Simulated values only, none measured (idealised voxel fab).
voxel double patterning: a process module
We display cut, a cross-section 170 nm in width whose square cells are each 5 nm.
A cross-section is a grid of square cells, given in bands from the top down. A band is one or more rows of cells.
A band entry consists of two parts. The first gives the height of the band's top and the height of its bottom, in nm. The rest lists the band's materials from left to right, each with its width in nm. A single material labelled with the word "all across" fills the band from edge to edge, and the word "blank" marks empty space.
Note: height 0 marks the level under which the wafer is uniformly one material as received. Lowest band unbounded below, written "0 down".
The two numbers in a width such as "30->40" mark its ends across the band: the first belongs to the top row of cells, the second to the bottom row, and from each row to the next the width moves by the same amount.
Basically "same as before" means that step didn't change any cell in the cross-section.
Voids not open to the top, 8 cells minimum: see "Cavities, sealed". Written width x height at distance; distance is from the left edge; nm.
Read whatever lies past the settings on a step's line as the simulator's own remark about the step.
overlay nm: mask right of planned place by this much (step with mask). Neg. = left.
## Below is the list of planned process steps
1 RECEIVE,material Si
2 CONFORMAL_DEP,material SiN,thk nm 10
3 DIRECTIONAL_DEP,material SiO2,thk nm 10
4 DIRECTIONAL_DEP,material SiCN,thk nm 10
5 DIRECTIONAL_DEP,material aC,thk nm 15
6 PATTERN,tone open,mask id FIRST,material resist,width nm 15,pitch nm 50,thk nm 35,overlay nm 0
7 DIRECTIONAL_ETCH,etch materials aC,depth nm 5
8 STRIP,etch materials resist
9 DIRECTIONAL_ETCH,etch materials SiCN,depth nm 10
10 STRIP,etch materials aC
11 PATTERN,tone open,mask id SECOND,material resist,width nm 15,thk nm 20,overlay nm 0
12 DIRECTIONAL_ETCH,etch materials SiCN,depth nm 10
13 STRIP,etch materials resist
14 DIRECTIONAL_ETCH,etch materials SiO2,depth nm 10
15 STRIP,etch materials SiCN
The depth nm used in step 7 is not the same on every wafer, whereas the starting condition is; the value printed in the plan is the first wafer's.
## The first of several wafers in cross-section, exactly as it reached us after step 1
    0 down = Si all across
    Cavities, sealed: none
## Rows = wafers. At module end, each row lists per material the cells gained (+) or lost (-) since the wafer was received, then the closed voids
depth nm 5; +68 SiN; +62 SiO2; Cavities, sealed: none
depth nm 10; +68 SiN; +62 SiO2; Cavities, sealed: none
depth nm 15; +68 SiN; +50 SiO2; Cavities, sealed: none
depth nm 20; +68 SiN; +50 SiO2; Cavities, sealed: none
depth nm 25; +68 SiN; +50 SiO2; Cavities, sealed: none
depth nm 30; +68 SiN; +50 SiO2; Cavities, sealed: none
